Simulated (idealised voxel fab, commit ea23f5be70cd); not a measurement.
The process module that follows is named voxel spacer lines.
Square cell edge 5 nm, section width 240 nm, ID cut.
Cross-section, as written here: a square-cell grid given band by band from the top down, where a band holds one or more rows of cells. A band entry consists of two parts. The first gives the height of the band's top and the height of its bottom, in nm. The rest lists the band's materials from left to right, each with its width in nm. A single material labelled with the word "throughout" fills the band from edge to edge, and the word "empty" marks empty space. Zero point of the height axis is 0; under it, received wafer = one material. Lowest band: continues down indefinitely, "0 -> down". Width: "30..40" (first number = top row, second number = bottom row, same change from row to row of cells). "all unchanged" -> step changed no cross-section cell. For the entry "Enclosed cavity list", the listed items are empty spaces with no open way to the top whose size is 8 cells or more; each item follows the pattern width x height at distance, where distance is from the left edge and all three are in nm. Anything after a step's settings on that line? It's the simulator's own note about the step. For masked steps, "overlay nm" on the step line gives how far right of plan the mask actually lay; a minus sign means it lay to the left.
[Process steps - plan]
| 1 | RECEIVE, material Si |
| 2 | CONFORMAL_DEP, material Al2O3, thk nm 5 |
| 3 | DIRECTIONAL_DEP, material SiN, thk nm 15 |
| 4 | DIRECTIONAL_DEP, material aC, thk nm 30 |
| 5 | PATTERN, tone cover, mask id MANDREL, material resist, width nm 15, pitch nm 60, thk nm 40, overlay nm 0 |
| 6 | DIRECTIONAL_ETCH, etch materials aC, depth nm 30 |
| 7 | STRIP, etch materials resist |
| 8 | CONFORMAL_DEP, material SiO2, thk nm 15 |
| 9 | DIRECTIONAL_ETCH, etch materials SiO2, depth nm 15 |
| 10 | STRIP, etch materials aC |
| 11 | DIRECTIONAL_ETCH, etch materials SiN, depth nm 15 |
| 12 | STRIP, etch materials SiO2 |
Be aware that, although all wafers share a common starting state, the width nm at step 5 differs among them, and the plan displays the first wafer's value.
[Here's the first of the wafers in cross-section, just as we got it, i.e. after step 1]
	0 -> down  Si throughout
	Enclosed cavity list: none
[Per wafer, end of module: cells gained (+) or lost (-) per material since receipt, then closed voids]
width nm 15, +48 Al2O3, +54 SiN, Enclosed cavity list: none
width nm 20, +48 Al2O3, +54 SiN, Enclosed cavity list: none
width nm 25, +48 Al2O3, +54 SiN, Enclosed cavity list: none
width nm 30, +48 Al2O3, +54 SiN, Enclosed cavity list: none
